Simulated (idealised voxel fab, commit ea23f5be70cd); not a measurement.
The process module presented herein is designated voxel released beams.
Cross-section cut spans 170 nm and uses square cells 5 nm in size.
Cross-section layout: square cells on a grid; listed as bands, top to bottom; a band spans one or more cell rows. First you get the band's top height and its bottom height, in nm, and then the materials it's made of, left to right, with each width in nm. If you see a single material with "everywhere", that one covers the band edge to edge. "blank" is empty space. Heights are expressed relative to 0, this being the level below which the as-received wafer comprises one material exclusively. The lowest band is unbounded in the downward direction and is denoted as in "from 0 down". Graded width ("30..40"): value in top row of band = first number; value in bottom row = second number; row-to-row change constant. What does "no alterations made" mean for a step? It means no cell of the cross-section changed in that step. What "Encapsulated voids" gives you is every empty space of 8 cells or more that is cut off from the top. Each appears as width x height at distance, with the distance taken from the left edge and width, height and distance all in nm. That trailing text on a step's line, after the settings, is the simulator's own remark on the step. overlay nm: where the mask lay relative to plan, measured to the right, on steps with a mask; negatives go left.
Below is the list of planned process steps
step 1: RECEIVE,material Si
step 2: CONFORMAL_DEP,material Al2O3,thk nm 5
step 3: DIRECTIONAL_DEP,material SiO2,thk nm 10
step 4: DIRECTIONAL_DEP,material aC,thk nm 10
step 5: PATTERN,tone open,mask id ANCHOR,material resist,width nm 35,thk nm 25,overlay nm 0
step 6: DIRECTIONAL_ETCH,etch materials aC,depth nm 10
step 7: STRIP,etch materials resist
step 8: DIRECTIONAL_ETCH,etch materials SiO2,depth nm 10
step 9: STRIP,etch materials aC
step 10: CONFORMAL_DEP,material SiN,thk nm 10
step 11: DIRECTIONAL_DEP,material aC,thk nm 10
step 12: PATTERN,tone cover,mask id BEAM,material resist,width nm 80,thk nm 30,overlay nm 0
step 13: DIRECTIONAL_ETCH,etch materials aC,depth nm 10
step 14: STRIP,etch materials resist
step 15: DIRECTIONAL_ETCH,etch materials SiN,depth nm 10
step 16: STRIP,etch materials aC
step 17: STRIP,etch materials SiO2
Keep in mind the plan's value for the width nm of step 12 comes from the first wafer; the wafers don't share that setting, but they do share the same starting point.
The first of several wafers, as received after step 1, seen in section
  from 0 down | Si everywhere
  Encapsulated voids: none
Per wafer (row), end of module: delta in cells per material since receipt, (+) for gained, (-) for lost; closed voids after that
width nm 80, +34 Al2O3, +40 SiN, Encapsulated voids: none
width nm 85, +34 Al2O3, +42 SiN, Encapsulated voids: none
width nm 90, +34 Al2O3, +44 SiN, Encapsulated voids: none
width nm 95, +34 Al2O3, +46 SiN, Encapsulated voids: none
width nm 100, +34 Al2O3, +48 SiN, Encapsulated voids: none
width nm 105, +34 Al2O3, +50 SiN, Encapsulated voids: none
